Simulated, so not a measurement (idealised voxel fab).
process module | voxel tone inversion
cross-section cut | 230 nm wide | cells 5 nm
A cross-section is a grid of square cells, given in bands from the top down. A band is one or more rows of cells.
Each band's line starts with the height of the band's top and of its bottom, in nm. Then come its materials from left to right, each with its width in nm. One material with "throughout" fills the band from edge to edge. "air" is empty space.
Height 0 is the level under which the wafer as received is all one material. The lowest band goes on downwards, as in "0 down".
A width such as "30 to 40" changes by the same amount from each row of cells to the next, from the band's top row to its bottom row.
"no change" after a step means that no cell of the cross-section changed.
closed voids: empty space of 8 cells or more with no open way to the top, each as width x height at its distance from the left edge, in nm
after a step's settings: what the simulator itself notes on the step
overlay nm, on a step with a mask: how far to the right of its planned place the mask lay; to the left if negative
plan
1 op RECEIVE | material Si
2 op CONFORMAL_DEP | material SiN | thk nm 10
3 op DIRECTIONAL_DEP | material polySi | thk nm 15
4 op PATTERN | tone cover | mask id POSTS | material resist | width nm 15 | pitch nm 30 | thk nm 25 | overlay nm 0
5 op DIRECTIONAL_ETCH | etch materials polySi | depth nm 15
6 op STRIP | etch materials resist
7 op FILL_DEP | material lowk | thk nm 10
8 op CMP | height nm 25
9 op STRIP | etch materials polySi
10 op CONFORMAL_DEP | material TiN | thk nm 5
11 op FILL_DEP | material W | thk nm 10
12 op CMP | height nm 25
13 op CONFORMAL_DEP | material SiCN | thk nm 5
as received, after step 1
  0 down: Si throughout
  closed voids: none
first wafer at the end, as planned
  30 to 25: SiCN throughout
  25 to 15: lowk 60 | TiN 5 | W 5 | TiN 5 | lowk 15 | TiN 5 | W 5 | TiN 5 | lowk 15 | TiN 5 | W 5 | TiN 5 | lowk 15 | TiN 5 | W 5 | TiN 5 | lowk 65
  15 to 10: lowk 60 | TiN 15 | lowk 15 | TiN 15 | lowk 15 | TiN 15 | lowk 15 | TiN 15 | lowk 65
  10 to 0: SiN throughout
  0 down: Si throughout
  closed voids: none
second wafer at the end: like start, like plan, one mistake
  30 to 25: SiCN throughout
  25 to 15: lowk 55 | TiN 5 | W 5 | TiN 5 | lowk 15 | TiN 5 | W 5 | TiN 5 | lowk 15 | TiN 5 | W 5 | TiN 5 | lowk 15 | TiN 5 | W 5 | TiN 5 | lowk 70
  15 to 10: lowk 55 | TiN 15 | lowk 15 | TiN 15 | lowk 15 | TiN 15 | lowk 15 | TiN 15 | lowk 70
  10 to 0: SiN throughout
  0 down: Si throughout
  closed voids: none
what went wrong: step 4 ran as: op PATTERN | tone cover | mask id POSTS | material resist | width nm 15 | pitch nm 30 | thk nm 25 | overlay nm -5
at the end the second wafer has, in cells: as many of each material as the first, in other places
